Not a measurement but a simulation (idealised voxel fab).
process module | voxel self aligned contacts
Cross-section cut spans 210 nm and uses square cells 5 nm in size.
A cross-section in this document is a grid of square cells, and it is written down as bands, the top band listed before the ones below it; a band is made up of one or more rows of cells. What a band's entry tells you: where the top is and where the bottom is, as heights in nm, and after that what lies inside, material by material from left to right, each with its width in nm. Empty space is written as the word "empty", and a single material marked with the word "everywhere" occupies the band from edge to edge. Basically, 0 is our baseline, since under it the wafer straight out of the box is all one material. The bottom band has no lower end and keeps on going down, so it looks like "0 -> down". Per-row width for "30->40": begins at first number (top row of band), ends at second number (bottom row), increment between rows held constant. "no modifications" for a step: no cell of the cross-section changed in that step. In the "Closed cavities" entry, you get each enclosed empty space of 8 cells or more, one with no open way to the top, written width x height at distance, distance from the left edge, in nm. Read whatever lies past the settings on a step's line as the simulator's own remark about the step. overlay nm, on a step with a mask: how far to the right of its planned place the mask lay; to the left if negative. Reading key. Pairs: pre-step and post-step cross-section, one process step apart; post-step view only to lowest changed band. Step between + settings: beneath pair. Runs: pairs may be from different runs of this module, same starting wafer. Continuation from pair above: only where "Prior state" entry says.

Prior state
	0 -> down = Si everywhere
	Closed cavities: none

Sectional Result
	0 -> -5 = SiO2 everywhere
	Anything lower than -5 is untouched.
	Closed cavities: none
So what happens between those two cross-sections up there? OXIDIZE, depth nm 5

Prior state: the wafer arrives at this step looking as the after cross-section in the pair just above shows it.

Sectional Result
	25 -> 0 = polySi everywhere
	Anything lower than 0 is untouched.
	Closed cavities: none
So what happens between those two cross-sections up there? DIRECTIONAL_DEP, material polySi, thk nm 25

Prior state: the wafer arrives at this step looking as the after cross-section in the pair just above shows it.

Sectional Result
	45 -> 25 = SiN everywhere
	Anything lower than 25 is untouched.
	Closed cavities: none
So what happens between those two cross-sections up there? DIRECTIONAL_DEP, material SiN, thk nm 20

Prior state: the wafer arrives at this step looking as the after cross-section in the pair just above shows it.

Sectional Result
	60 -> 45 = 35 nm empty | 30 nm resist | 25 nm empty | 30 nm resist | 25 nm empty | 30 nm resist | 35 nm empty
	Anything lower than 45 is untouched.
	Closed cavities: none
So what happens between those two cross-sections up there? PATTERN, tone cover, mask id GATE, material resist, width nm 30, pitch nm 55, thk nm 15, overlay nm 0

Prior state: the wafer arrives at this step looking as the after cross-section in the pair just above shows it.

Sectional Result
	60 -> 45 = 35 nm empty | 30 nm resist | 25 nm empty | 30 nm resist | 25 nm empty | 30 nm resist | 35 nm empty
	45 -> 25 = 35 nm empty | 30 nm SiN | 25 nm empty | 30 nm SiN | 25 nm empty | 30 nm SiN | 35 nm empty
	Anything lower than 25 is untouched.
	Closed cavities: none
So what happens between those two cross-sections up there? DIRECTIONAL_ETCH, etch materials SiN, depth nm 20

Prior state: the wafer arrives at this step looking as the after cross-section in the pair just above shows it.

Sectional Result
	60 -> 45 = 35 nm empty | 30 nm resist | 25 nm empty | 30 nm resist | 25 nm empty | 30 nm resist | 35 nm empty
	45 -> 25 = 35 nm empty | 30 nm SiN | 25 nm empty | 30 nm SiN | 25 nm empty | 30 nm SiN | 35 nm empty
	25 -> 0 = 35 nm empty | 30 nm polySi | 25 nm empty | 30 nm polySi | 25 nm empty | 30 nm polySi | 35 nm empty
	Anything lower than 0 is untouched.
	Closed cavities: none
So what happens between those two cross-sections up there? DIRECTIONAL_ETCH, etch materials polySi, depth nm 25

Prior state: the wafer arrives at this step looking as the after cross-section in the pair just above shows it.

Sectional Result
	45 -> 25 = 35 nm empty | 30 nm SiN | 25 nm empty | 30 nm SiN | 25 nm empty | 30 nm SiN | 35 nm empty
	Anything lower than 25 is untouched.
	Closed cavities: none
So what happens between those two cross-sections up there? STRIP, etch materials resist

Prior state: the wafer arrives at this step looking as the after cross-section in the pair just above shows it.

Sectional Result
	50 -> 25 = 30 nm empty | 40 nm SiN | 15 nm empty | 40 nm SiN | 15 nm empty | 40 nm SiN | 30 nm empty
	25 -> 5 = 30 nm empty | 5 nm SiN | 30 nm polySi | 5 nm SiN | 15 nm empty | 5 nm SiN | 30 nm polySi | 5 nm SiN | 15 nm empty | 5 nm SiN | 30 nm polySi | 5 nm SiN | 30 nm empty
	5 -> 0 = 35 nm SiN | 30 nm polySi | 25 nm SiN | 30 nm polySi | 25 nm SiN | 30 nm polySi | 35 nm SiN
	Anything lower than 0 is untouched.
	Closed cavities: none
So what happens between those two cross-sections up there? CONFORMAL_DEP, material SiN, thk nm 5

Prior state: the wafer arrives at this step looking as the after cross-section in the pair just above shows it.

Sectional Result
	45 -> 25 = 30 nm empty | 40 nm SiN | 15 nm empty | 40 nm SiN | 15 nm empty | 40 nm SiN | 30 nm empty
	25 -> 0 = 30 nm empty | 5 nm SiN | 30 nm polySi | 5 nm SiN | 15 nm empty | 5 nm SiN | 30 nm polySi | 5 nm SiN | 15 nm empty | 5 nm SiN | 30 nm polySi | 5 nm SiN | 30 nm empty
	Anything lower than 0 is untouched.
	Closed cavities: none
So what happens between those two cross-sections up there? DIRECTIONAL_ETCH, etch materials SiN, depth nm 5

Prior state: the wafer arrives at this step looking as the after cross-section in the pair just above shows it.

Sectional Result
	60 -> 45 = SiO2 everywhere
	45 -> 25 = 30 nm SiO2 | 40 nm SiN | 15 nm SiO2 | 40 nm SiN | 15 nm SiO2 | 40 nm SiN | 30 nm SiO2
	25 -> 0 = 30 nm SiO2 | 5 nm SiN | 30 nm polySi | 5 nm SiN | 15 nm SiO2 | 5 nm SiN | 30 nm polySi | 5 nm SiN | 15 nm SiO2 | 5 nm SiN | 30 nm polySi | 5 nm SiN | 30 nm SiO2
	Anything lower than 0 is untouched.
	Closed cavities: none
So what happens between those two cross-sections up there? FILL_DEP, material SiO2, thk nm 15

Prior state: the wafer arrives at this step looking as the after cross-section in the pair just above shows it.

Sectional Result
	55 -> 45 = SiO2 everywhere
	Anything lower than 45 is untouched.
	Closed cavities: none
So what happens between those two cross-sections up there? CMP, height nm 55

Prior state: the wafer arrives at this step looking as the after cross-section in the pair just above shows it.

Sectional Result
	70 -> 55 = 60 nm resist | 35 nm empty | 20 nm resist | 35 nm empty | 60 nm resist
	Anything lower than 55 is untouched.
	Closed cavities: none
So what happens between those two cross-sections up there? PATTERN, tone open, mask id CONTACT, material resist, width nm 35, pitch nm 55, thk nm 15, overlay nm 0

Prior state: the wafer arrives at this step looking as the after cross-section in the pair just above shows it.

Sectional Result
	70 -> 55 = 60 nm resist | 35 nm empty | 20 nm resist | 35 nm empty | 60 nm resist
	55 -> 45 = 60 nm SiO2 | 35 nm empty | 20 nm SiO2 | 35 nm empty | 60 nm SiO2
	45 -> 25 = 30 nm SiO2 | 40 nm SiN | 15 nm empty | 40 nm SiN | 15 nm empty | 40 nm SiN | 30 nm SiO2
	25 -> 0 = 30 nm SiO2 | 5 nm SiN | 30 nm polySi | 5 nm SiN | 15 nm empty | 5 nm SiN | 30 nm polySi | 5 nm SiN | 15 nm empty | 5 nm SiN | 30 nm polySi | 5 nm SiN | 30 nm SiO2
	0 -> -5 = 70 nm SiO2 | 15 nm empty | 40 nm SiO2 | 15 nm empty | 70 nm SiO2
	Anything lower than -5 is untouched.
	Closed cavities: none
So what happens between those two cross-sections up there? DIRECTIONAL_ETCH, etch materials SiO2, depth nm 60

Prior state: the wafer arrives at this step looking as the after cross-section in the pair just above shows it.

Sectional Result
	55 -> 45 = 60 nm SiO2 | 35 nm empty | 20 nm SiO2 | 35 nm empty | 60 nm SiO2
	Anything lower than 45 is untouched.
	Closed cavities: none
So what happens between those two cross-sections up there? STRIP, etch materials resist

Prior state: the wafer arrives at this step looking as the after cross-section in the pair just above shows it.

Sectional Result
	60 -> 55 = 65 nm TiN | 25 nm empty | 30 nm TiN | 25 nm empty | 65 nm TiN
	55 -> 45 = 60 nm SiO2 | 5->15 nm TiN | 25->5 nm empty | 5->15 nm TiN | 20 nm SiO2 | 5->15 nm TiN | 25->5 nm empty | 5->15 nm TiN | 60 nm SiO2
	45 -> 25 = 30 nm SiO2 | 40 nm SiN | 5 nm TiN | 5 nm empty | 5 nm TiN | 40 nm SiN | 5 nm TiN | 5 nm empty | 5 nm TiN | 40 nm SiN | 30 nm SiO2
	25 -> 0 = 30 nm SiO2 | 5 nm SiN | 30 nm polySi | 5 nm SiN | 5 nm TiN | 5 nm empty | 5 nm TiN | 5 nm SiN | 30 nm polySi | 5 nm SiN | 5 nm TiN | 5 nm empty | 5 nm TiN | 5 nm SiN | 30 nm polySi | 5 nm SiN | 30 nm SiO2
	0 -> -5 = 70 nm SiO2 | 15 nm TiN | 40 nm SiO2 | 15 nm TiN | 70 nm SiO2
	Anything lower than -5 is untouched.
	Closed cavities: none
So what happens between those two cross-sections up there? CONFORMAL_DEP, material TiN, thk nm 5

Prior state: the wafer arrives at this step looking as the after cross-section in the pair just above shows it.

Sectional Result
	70 -> 60 = W everywhere
	60 -> 55 = 65 nm TiN | 25 nm W | 30 nm TiN | 25 nm W | 65 nm TiN
	55 -> 45 = 60 nm SiO2 | 5->15 nm TiN | 25->5 nm W | 5->15 nm TiN | 20 nm SiO2 | 5->15 nm TiN | 25->5 nm W | 5->15 nm TiN | 60 nm SiO2
	45 -> 25 = 30 nm SiO2 | 40 nm SiN | 5 nm TiN | 5 nm W | 5 nm TiN | 40 nm SiN | 5 nm TiN | 5 nm W | 5 nm TiN | 40 nm SiN | 30 nm SiO2
	25 -> 0 = 30 nm SiO2 | 5 nm SiN | 30 nm polySi | 5 nm SiN | 5 nm TiN | 5 nm W | 5 nm TiN | 5 nm SiN | 30 nm polySi | 5 nm SiN | 5 nm TiN | 5 nm W | 5 nm TiN | 5 nm SiN | 30 nm polySi | 5 nm SiN | 30 nm SiO2
	Anything lower than 0 is untouched.
	Closed cavities: none
So what happens between those two cross-sections up there? FILL_DEP, material W, thk nm 10

Prior state: the wafer arrives at this step looking as the after cross-section in the pair just above shows it.

Sectional Result
	55 -> 45 = 60 nm SiO2 | 5->15 nm TiN | 25->5 nm W | 5->15 nm TiN | 20 nm SiO2 | 5->15 nm TiN | 25->5 nm W | 5->15 nm TiN | 60 nm SiO2
	Anything lower than 45 is untouched.
	Closed cavities: none
So what happens between those two cross-sections up there? CMP, height nm 55

Prior state: the wafer arrives at this step looking as the after cross-section in the pair just above shows it.

Sectional Result
	60 -> 55 = SiCN everywhere
	Anything lower than 55 is untouched.
	Closed cavities: none
So what happens between those two cross-sections up there? CONFORMAL_DEP, material SiCN, thk nm 5

Prior state
	0 -> down = Si everywhere
	Closed cavities: none

Sectional Result
	25 -> 0 = polySi everywhere
	Anything lower than 0 is untouched.
	Closed cavities: none
So what happens between those two cross-sections up there? DIRECTIONAL_DEP, material polySi, thk nm 25

Prior state: the wafer arrives at this step looking as the after cross-section in the pair just above shows it.

Sectional Result
	45 -> 25 = SiN everywhere
	Anything lower than 25 is untouched.
	Closed cavities: none
So what happens between those two cross-sections up there? DIRECTIONAL_DEP, material SiN, thk nm 20

Prior state: the wafer arrives at this step looking as the after cross-section in the pair just above shows it.

Sectional Result
	60 -> 45 = 35 nm empty | 30 nm resist | 25 nm empty | 30 nm resist | 25 nm empty | 30 nm resist | 35 nm empty
	Anything lower than 45 is untouched.
	Closed cavities: none
So what happens between those two cross-sections up there? PATTERN, tone cover, mask id GATE, material resist, width nm 30, pitch nm 55, thk nm 15, overlay nm 0

Prior state: the wafer arrives at this step looking as the after cross-section in the pair just above shows it.

Sectional Result
	60 -> 45 = 35 nm empty | 30 nm resist | 25 nm empty | 30 nm resist | 25 nm empty | 30 nm resist | 35 nm empty
	45 -> 25 = 35 nm empty | 30 nm SiN | 25 nm empty | 30 nm SiN | 25 nm empty | 30 nm SiN | 35 nm empty
	Anything lower than 25 is untouched.
	Closed cavities: none
So what happens between those two cross-sections up there? DIRECTIONAL_ETCH, etch materials SiN, depth nm 20

Prior state: the wafer arrives at this step looking as the after cross-section in the pair just above shows it.

Sectional Result
	60 -> 45 = 35 nm empty | 30 nm resist | 25 nm empty | 30 nm resist | 25 nm empty | 30 nm resist | 35 nm empty
	45 -> 25 = 35 nm empty | 30 nm SiN | 25 nm empty | 30 nm SiN | 25 nm empty | 30 nm SiN | 35 nm empty
	25 -> 0 = 35 nm empty | 30 nm polySi | 25 nm empty | 30 nm polySi | 25 nm empty | 30 nm polySi | 35 nm empty
	Anything lower than 0 is untouched.
	Closed cavities: none
So what happens between those two cross-sections up there? DIRECTIONAL_ETCH, etch materials polySi, depth nm 25

Prior state: the wafer arrives at this step looking as the after cross-section in the pair just above shows it.

Sectional Result
	45 -> 25 = 35 nm empty | 30 nm SiN | 25 nm empty | 30 nm SiN | 25 nm empty | 30 nm SiN | 35 nm empty
	Anything lower than 25 is untouched.
	Closed cavities: none
So what happens between those two cross-sections up there? STRIP, etch materials resist

Prior state: the wafer arrives at this step looking as the after cross-section in the pair just above shows it.

Sectional Result
	50 -> 25 = 30 nm empty | 40 nm SiN | 15 nm empty | 40 nm SiN | 15 nm empty | 40 nm SiN | 30 nm empty
	25 -> 5 = 30 nm empty | 5 nm SiN | 30 nm polySi | 5 nm SiN | 15 nm empty | 5 nm SiN | 30 nm polySi | 5 nm SiN | 15 nm empty | 5 nm SiN | 30 nm polySi | 5 nm SiN | 30 nm empty
	5 -> 0 = 35 nm SiN | 30 nm polySi | 25 nm SiN | 30 nm polySi | 25 nm SiN | 30 nm polySi | 35 nm SiN
	Anything lower than 0 is untouched.
	Closed cavities: none
So what happens between those two cross-sections up there? CONFORMAL_DEP, material SiN, thk nm 5

Prior state: the wafer arrives at this step looking as the after cross-section in the pair just above shows it.

Sectional Result
	45 -> 25 = 30 nm empty | 40 nm SiN | 15 nm empty | 40 nm SiN | 15 nm empty | 40 nm SiN | 30 nm empty
	25 -> 0 = 30 nm empty | 5 nm SiN | 30 nm polySi | 5 nm SiN | 15 nm empty | 5 nm SiN | 30 nm polySi | 5 nm SiN | 15 nm empty | 5 nm SiN | 30 nm polySi | 5 nm SiN | 30 nm empty
	Anything lower than 0 is untouched.
	Closed cavities: none
So what happens between those two cross-sections up there? DIRECTIONAL_ETCH, etch materials SiN, depth nm 5

Prior state: the wafer arrives at this step looking as the after cross-section in the pair just above shows it.

Sectional Result
	60 -> 45 = SiO2 everywhere
	45 -> 25 = 30 nm SiO2 | 40 nm SiN | 15 nm SiO2 | 40 nm SiN | 15 nm SiO2 | 40 nm SiN | 30 nm SiO2
	25 -> 0 = 30 nm SiO2 | 5 nm SiN | 30 nm polySi | 5 nm SiN | 15 nm SiO2 | 5 nm SiN | 30 nm polySi | 5 nm SiN | 15 nm SiO2 | 5 nm SiN | 30 nm polySi | 5 nm SiN | 30 nm SiO2
	Anything lower than 0 is untouched.
	Closed cavities: none
So what happens between those two cross-sections up there? FILL_DEP, material SiO2, thk nm 15

Prior state: the wafer arrives at this step looking as the after cross-section in the pair just above shows it.

Sectional Result
	55 -> 45 = SiO2 everywhere
	Anything lower than 45 is untouched.
	Closed cavities: none
So what happens between those two cross-sections up there? CMP, height nm 55

Prior state: the wafer arrives at this step looking as the after cross-section in the pair just above shows it.

Sectional Result
	70 -> 55 = 60 nm resist | 35 nm empty | 20 nm resist | 35 nm empty | 60 nm resist
	Anything lower than 55 is untouched.
	Closed cavities: none
So what happens between those two cross-sections up there? PATTERN, tone open, mask id CONTACT, material resist, width nm 35, pitch nm 55, thk nm 15, overlay nm 0

Prior state: the wafer arrives at this step looking as the after cross-section in the pair just above shows it.

Sectional Result
	70 -> 55 = 60 nm resist | 35 nm empty | 20 nm resist | 35 nm empty | 60 nm resist
	55 -> 45 = 60 nm SiO2 | 35 nm empty | 20 nm SiO2 | 35 nm empty | 60 nm SiO2
	45 -> 25 = 30 nm SiO2 | 40 nm SiN | 15 nm empty | 40 nm SiN | 15 nm empty | 40 nm SiN | 30 nm SiO2
	25 -> 0 = 30 nm SiO2 | 5 nm SiN | 30 nm polySi | 5 nm SiN | 15 nm empty | 5 nm SiN | 30 nm polySi | 5 nm SiN | 15 nm empty | 5 nm SiN | 30 nm polySi | 5 nm SiN | 30 nm SiO2
	Anything lower than 0 is untouched.
	Closed cavities: none
So what happens between those two cross-sections up there? DIRECTIONAL_ETCH, etch materials SiO2, depth nm 60

Prior state: the wafer arrives at this step looking as the after cross-section in the pair just above shows it.

Sectional Result
	55 -> 45 = 60 nm SiO2 | 35 nm empty | 20 nm SiO2 | 35 nm empty | 60 nm SiO2
	Anything lower than 45 is untouched.
	Closed cavities: none
So what happens between those two cross-sections up there? STRIP, etch materials resist

Prior state: the wafer arrives at this step looking as the after cross-section in the pair just above shows it.

Sectional Result
	60 -> 55 = 65 nm TiN | 25 nm empty | 30 nm TiN | 25 nm empty | 65 nm TiN
	55 -> 45 = 60 nm SiO2 | 5->15 nm TiN | 25->5 nm empty | 5->15 nm TiN | 20 nm SiO2 | 5->15 nm TiN | 25->5 nm empty | 5->15 nm TiN | 60 nm SiO2
	45 -> 25 = 30 nm SiO2 | 40 nm SiN | 5 nm TiN | 5 nm empty | 5 nm TiN | 40 nm SiN | 5 nm TiN | 5 nm empty | 5 nm TiN | 40 nm SiN | 30 nm SiO2
	25 -> 5 = 30 nm SiO2 | 5 nm SiN | 30 nm polySi | 5 nm SiN | 5 nm TiN | 5 nm empty | 5 nm TiN | 5 nm SiN | 30 nm polySi | 5 nm SiN | 5 nm TiN | 5 nm empty | 5 nm TiN | 5 nm SiN | 30 nm polySi | 5 nm SiN | 30 nm SiO2
	5 -> 0 = 30 nm SiO2 | 5 nm SiN | 30 nm polySi | 5 nm SiN | 15 nm TiN | 5 nm SiN | 30 nm polySi | 5 nm SiN | 15 nm TiN | 5 nm SiN | 30 nm polySi | 5 nm SiN | 30 nm SiO2
	Anything lower than 0 is untouched.
	Closed cavities: none
So what happens between those two cross-sections up there? CONFORMAL_DEP, material TiN, thk nm 5

Prior state: the wafer arrives at this step looking as the after cross-section in the pair just above shows it.

Sectional Result
	70 -> 60 = W everywhere
	60 -> 55 = 65 nm TiN | 25 nm W | 30 nm TiN | 25 nm W | 65 nm TiN
	55 -> 45 = 60 nm SiO2 | 5->15 nm TiN | 25->5 nm W | 5->15 nm TiN | 20 nm SiO2 | 5->15 nm TiN | 25->5 nm W | 5->15 nm TiN | 60 nm SiO2
	45 -> 25 = 30 nm SiO2 | 40 nm SiN | 5 nm TiN | 5 nm W | 5 nm TiN | 40 nm SiN | 5 nm TiN | 5 nm W | 5 nm TiN | 40 nm SiN | 30 nm SiO2
	25 -> 5 = 30 nm SiO2 | 5 nm SiN | 30 nm polySi | 5 nm SiN | 5 nm TiN | 5 nm W | 5 nm TiN | 5 nm SiN | 30 nm polySi | 5 nm SiN | 5 nm TiN | 5 nm W | 5 nm TiN | 5 nm SiN | 30 nm polySi | 5 nm SiN | 30 nm SiO2
	Anything lower than 5 is untouched.
	Closed cavities: none
So what happens between those two cross-sections up there? FILL_DEP, material W, thk nm 10

Prior state: the wafer arrives at this step looking as the after cross-section in the pair just above shows it.

Sectional Result
	55 -> 45 = 60 nm SiO2 | 5->15 nm TiN | 25->5 nm W | 5->15 nm TiN | 20 nm SiO2 | 5->15 nm TiN | 25->5 nm W | 5->15 nm TiN | 60 nm SiO2
	Anything lower than 45 is untouched.
	Closed cavities: none
So what happens between those two cross-sections up there? CMP, height nm 55

Prior state: the wafer arrives at this step looking as the after cross-section in the pair just above shows it.

Sectional Result
	60 -> 55 = SiCN everywhere
	Anything lower than 55 is untouched.
	Closed cavities: none
So what happens between those two cross-sections up there? CONFORMAL_DEP, material SiCN, thk nm 5

Prior state
	25 -> 0 = polySi everywhere
	0 -> -5 = SiO2 everywhere
	-5 -> down = Si everywhere
	Closed cavities: none

Sectional Result
	50 -> 0 = polySi everywhere
	Anything lower than 0 is untouched.
	Closed cavities: none
So what happens between those two cross-sections up there? DIRECTIONAL_DEP, material polySi, thk nm 25

Prior state: the wafer arrives at this step looking as the after cross-section in the pair just above shows it.

Sectional Result
	70 -> 50 = SiN everywhere
	Anything lower than 50 is untouched.
	Closed cavities: none
So what happens between those two cross-sections up there? DIRECTIONAL_DEP, material SiN, thk nm 20

Prior state: the wafer arrives at this step looking as the after cross-section in the pair just above shows it.

Sectional Result
	85 -> 70 = 35 nm empty | 30 nm resist | 25 nm empty | 30 nm resist | 25 nm empty | 30 nm resist | 35 nm empty
	Anything lower than 70 is untouched.
	Closed cavities: none
So what happens between those two cross-sections up there? PATTERN, tone cover, mask id GATE, material resist, width nm 30, pitch nm 55, thk nm 15, overlay nm 0

Prior state: the wafer arrives at this step looking as the after cross-section in the pair just above shows it.

Sectional Result
	85 -> 70 = 35 nm empty | 30 nm resist | 25 nm empty | 30 nm resist | 25 nm empty | 30 nm resist | 35 nm empty
	70 -> 50 = 35 nm empty | 30 nm SiN | 25 nm empty | 30 nm SiN | 25 nm empty | 30 nm SiN | 35 nm empty
	Anything lower than 50 is untouched.
	Closed cavities: none
So what happens between those two cross-sections up there? DIRECTIONAL_ETCH, etch materials SiN, depth nm 20

Prior state: the wafer arrives at this step looking as the after cross-section in the pair just above shows it.

Sectional Result
	85 -> 70 = 35 nm empty | 30 nm resist | 25 nm empty | 30 nm resist | 25 nm empty | 30 nm resist | 35 nm empty
	70 -> 50 = 35 nm empty | 30 nm SiN | 25 nm empty | 30 nm SiN | 25 nm empty | 30 nm SiN | 35 nm empty
	50 -> 25 = 35 nm empty | 30 nm polySi | 25 nm empty | 30 nm polySi | 25 nm empty | 30 nm polySi | 35 nm empty
	Anything lower than 25 is untouched.
	Closed cavities: none
So what happens between those two cross-sections up there? DIRECTIONAL_ETCH, etch materials polySi, depth nm 25

Prior state: the wafer arrives at this step looking as the after cross-section in the pair just above shows it.

Sectional Result
	70 -> 50 = 35 nm empty | 30 nm SiN | 25 nm empty | 30 nm SiN | 25 nm empty | 30 nm SiN | 35 nm empty
	Anything lower than 50 is untouched.
	Closed cavities: none
So what happens between those two cross-sections up there? STRIP, etch materials resist

Prior state: the wafer arrives at this step looking as the after cross-section in the pair just above shows it.

Sectional Result
	75 -> 50 = 30 nm empty | 40 nm SiN | 15 nm empty | 40 nm SiN | 15 nm empty | 40 nm SiN | 30 nm empty
	50 -> 30 = 30 nm empty | 5 nm SiN | 30 nm polySi | 5 nm SiN | 15 nm empty | 5 nm SiN | 30 nm polySi | 5 nm SiN | 15 nm empty | 5 nm SiN | 30 nm polySi | 5 nm SiN | 30 nm empty
	30 -> 25 = 35 nm SiN | 30 nm polySi | 25 nm SiN | 30 nm polySi | 25 nm SiN | 30 nm polySi | 35 nm SiN
	Anything lower than 25 is untouched.
	Closed cavities: none
So what happens between those two cross-sections up there? CONFORMAL_DEP, material SiN, thk nm 5

Prior state: the wafer arrives at this step looking as the after cross-section in the pair just above shows it.

Sectional Result
	70 -> 50 = 30 nm empty | 40 nm SiN | 15 nm empty | 40 nm SiN | 15 nm empty | 40 nm SiN | 30 nm empty
	50 -> 25 = 30 nm empty | 5 nm SiN | 30 nm polySi | 5 nm SiN | 15 nm empty | 5 nm SiN | 30 nm polySi | 5 nm SiN | 15 nm empty | 5 nm SiN | 30 nm polySi | 5 nm SiN | 30 nm empty
	Anything lower than 25 is untouched.
	Closed cavities: none
So what happens between those two cross-sections up there? DIRECTIONAL_ETCH, etch materials SiN, depth nm 5

Prior state: the wafer arrives at this step looking as the after cross-section in the pair just above shows it.

Sectional Result
	85 -> 70 = SiO2 everywhere
	70 -> 50 = 30 nm SiO2 | 40 nm SiN | 15 nm SiO2 | 40 nm SiN | 15 nm SiO2 | 40 nm SiN | 30 nm SiO2
	50 -> 25 = 30 nm SiO2 | 5 nm SiN | 30 nm polySi | 5 nm SiN | 15 nm SiO2 | 5 nm SiN | 30 nm polySi | 5 nm SiN | 15 nm SiO2 | 5 nm SiN | 30 nm polySi | 5 nm SiN | 30 nm SiO2
	Anything lower than 25 is untouched.
	Closed cavities: none
So what happens between those two cross-sections up there? FILL_DEP, material SiO2, thk nm 15

Prior state: the wafer arrives at this step looking as the after cross-section in the pair just above shows it.

Sectional Result
	55 -> 50 = 30 nm SiO2 | 40 nm SiN | 15 nm SiO2 | 40 nm SiN | 15 nm SiO2 | 40 nm SiN | 30 nm SiO2
	Anything lower than 50 is untouched.
	Closed cavities: none
So what happens between those two cross-sections up there? CMP, height nm 55

Prior state: the wafer arrives at this step looking as the after cross-section in the pair just above shows it.

Sectional Result
	70 -> 55 = 60 nm resist | 35 nm empty | 20 nm resist | 35 nm empty | 60 nm resist
	Anything lower than 55 is untouched.
	Closed cavities: none
So what happens between those two cross-sections up there? PATTERN, tone open, mask id CONTACT, material resist, width nm 35, pitch nm 55, thk nm 15, overlay nm 0

Prior state: the wafer arrives at this step looking as the after cross-section in the pair just above shows it.

Sectional Result
	70 -> 55 = 60 nm resist | 35 nm empty | 20 nm resist | 35 nm empty | 60 nm resist
	55 -> 50 = 30 nm SiO2 | 40 nm SiN | 15 nm empty | 40 nm SiN | 15 nm empty | 40 nm SiN | 30 nm SiO2
	50 -> 25 = 30 nm SiO2 | 5 nm SiN | 30 nm polySi | 5 nm SiN | 15 nm empty | 5 nm SiN | 30 nm polySi | 5 nm SiN | 15 nm empty | 5 nm SiN | 30 nm polySi | 5 nm SiN | 30 nm SiO2
	Anything lower than 25 is untouched.
	Closed cavities: none
So what happens between those two cross-sections up there? DIRECTIONAL_ETCH, etch materials SiO2, depth nm 60

Prior state: the wafer arrives at this step looking as the after cross-section in the pair just above shows it.

Sectional Result
	55 -> 50 = 30 nm SiO2 | 40 nm SiN | 15 nm empty | 40 nm SiN | 15 nm empty | 40 nm SiN | 30 nm SiO2
	Anything lower than 50 is untouched.
	Closed cavities: none
So what happens between those two cross-sections up there? STRIP, etch materials resist

Prior state: the wafer arrives at this step looking as the after cross-section in the pair just above shows it.

Sectional Result
	60 -> 55 = 75 nm TiN | 5 nm empty | 50 nm TiN | 5 nm empty | 75 nm TiN
	55 -> 50 = 30 nm SiO2 | 40 nm SiN | 5 nm TiN | 5 nm empty | 5 nm TiN | 40 nm SiN | 5 nm TiN | 5 nm empty | 5 nm TiN | 40 nm SiN | 30 nm SiO2
	50 -> 30 = 30 nm SiO2 | 5 nm SiN | 30 nm polySi | 5 nm SiN | 5 nm TiN | 5 nm empty | 5 nm TiN | 5 nm SiN | 30 nm polySi | 5 nm SiN | 5 nm TiN | 5 nm empty | 5 nm TiN | 5 nm SiN | 30 nm polySi | 5 nm SiN | 30 nm SiO2
	30 -> 25 = 30 nm SiO2 | 5 nm SiN | 30 nm polySi | 5 nm SiN | 15 nm TiN | 5 nm SiN | 30 nm polySi | 5 nm SiN | 15 nm TiN | 5 nm SiN | 30 nm polySi | 5 nm SiN | 30 nm SiO2
	Anything lower than 25 is untouched.
	Closed cavities: none
So what happens between those two cross-sections up there? CONFORMAL_DEP, material TiN, thk nm 5

Prior state: the wafer arrives at this step looking as the after cross-section in the pair just above shows it.

Sectional Result
	70 -> 60 = W everywhere
	60 -> 55 = 75 nm TiN | 5 nm W | 50 nm TiN | 5 nm W | 75 nm TiN
	55 -> 50 = 30 nm SiO2 | 40 nm SiN | 5 nm TiN | 5 nm W | 5 nm TiN | 40 nm SiN | 5 nm TiN | 5 nm W | 5 nm TiN | 40 nm SiN | 30 nm SiO2
	50 -> 30 = 30 nm SiO2 | 5 nm SiN | 30 nm polySi | 5 nm SiN | 5 nm TiN | 5 nm W | 5 nm TiN | 5 nm SiN | 30 nm polySi | 5 nm SiN | 5 nm TiN | 5 nm W | 5 nm TiN | 5 nm SiN | 30 nm polySi | 5 nm SiN | 30 nm SiO2
	Anything lower than 30 is untouched.
	Closed cavities: none
So what happens between those two cross-sections up there? FILL_DEP, material W, thk nm 10

Prior state: the wafer arrives at this step looking as the after cross-section in the pair just above shows it.

Sectional Result
	55 -> 50 = 30 nm SiO2 | 40 nm SiN | 5 nm TiN | 5 nm W | 5 nm TiN | 40 nm SiN | 5 nm TiN | 5 nm W | 5 nm TiN | 40 nm SiN | 30 nm SiO2
	Anything lower than 50 is untouched.
	Closed cavities: none
So what happens between those two cross-sections up there? CMP, height nm 55

Prior state: the wafer arrives at this step looking as the after cross-section in the pair just above shows it.

Sectional Result
	60 -> 55 = SiCN everywhere
	Anything lower than 55 is untouched.
	Closed cavities: none
So what happens between those two cross-sections up there? CONFORMAL_DEP, material SiCN, thk nm 5

Prior state
	45 -> 25 = 35 nm empty | 30 nm SiN | 25 nm empty | 30 nm SiN | 25 nm empty | 30 nm SiN | 35 nm empty
	25 -> 0 = 35 nm empty | 30 nm polySi | 25 nm empty | 30 nm polySi | 25 nm empty | 30 nm polySi | 35 nm empty
	0 -> -5 = SiO2 everywhere
	-5 -> down = Si everywhere
	Closed cavities: none

Sectional Result
	40 -> 25 = 35 nm empty | 30 nm SiN | 25 nm empty | 30 nm SiN | 25 nm empty | 30 nm SiN | 35 nm empty
	Anything lower than 25 is untouched.
	Closed cavities: none
So what happens between those two cross-sections up there? DIRECTIONAL_ETCH, etch materials SiN, depth nm 5

Prior state: the wafer arrives at this step looking as the after cross-section in the pair just above shows it.

Sectional Result
	45 -> 25 = 30 nm empty | 40 nm SiN | 15 nm empty | 40 nm SiN | 15 nm empty | 40 nm SiN | 30 nm empty
	25 -> 5 = 30 nm empty | 5 nm SiN | 30 nm polySi | 5 nm SiN | 15 nm empty | 5 nm SiN | 30 nm polySi | 5 nm SiN | 15 nm empty | 5 nm SiN | 30 nm polySi | 5 nm SiN | 30 nm empty
	5 -> 0 = 35 nm SiN | 30 nm polySi | 25 nm SiN | 30 nm polySi | 25 nm SiN | 30 nm polySi | 35 nm SiN
	Anything lower than 0 is untouched.
	Closed cavities: none
So what happens between those two cross-sections up there? CONFORMAL_DEP, material SiN, thk nm 5

Prior state: the wafer arrives at this step looking as the after cross-section in the pair just above shows it.

Sectional Result
	60 -> 45 = SiO2 everywhere
	45 -> 25 = 30 nm SiO2 | 40 nm SiN | 15 nm SiO2 | 40 nm SiN | 15 nm SiO2 | 40 nm SiN | 30 nm SiO2
	25 -> 5 = 30 nm SiO2 | 5 nm SiN | 30 nm polySi | 5 nm SiN | 15 nm SiO2 | 5 nm SiN | 30 nm polySi | 5 nm SiN | 15 nm SiO2 | 5 nm SiN | 30 nm polySi | 5 nm SiN | 30 nm SiO2
	Anything lower than 5 is untouched.
	Closed cavities: none
So what happens between those two cross-sections up there? FILL_DEP, material SiO2, thk nm 15
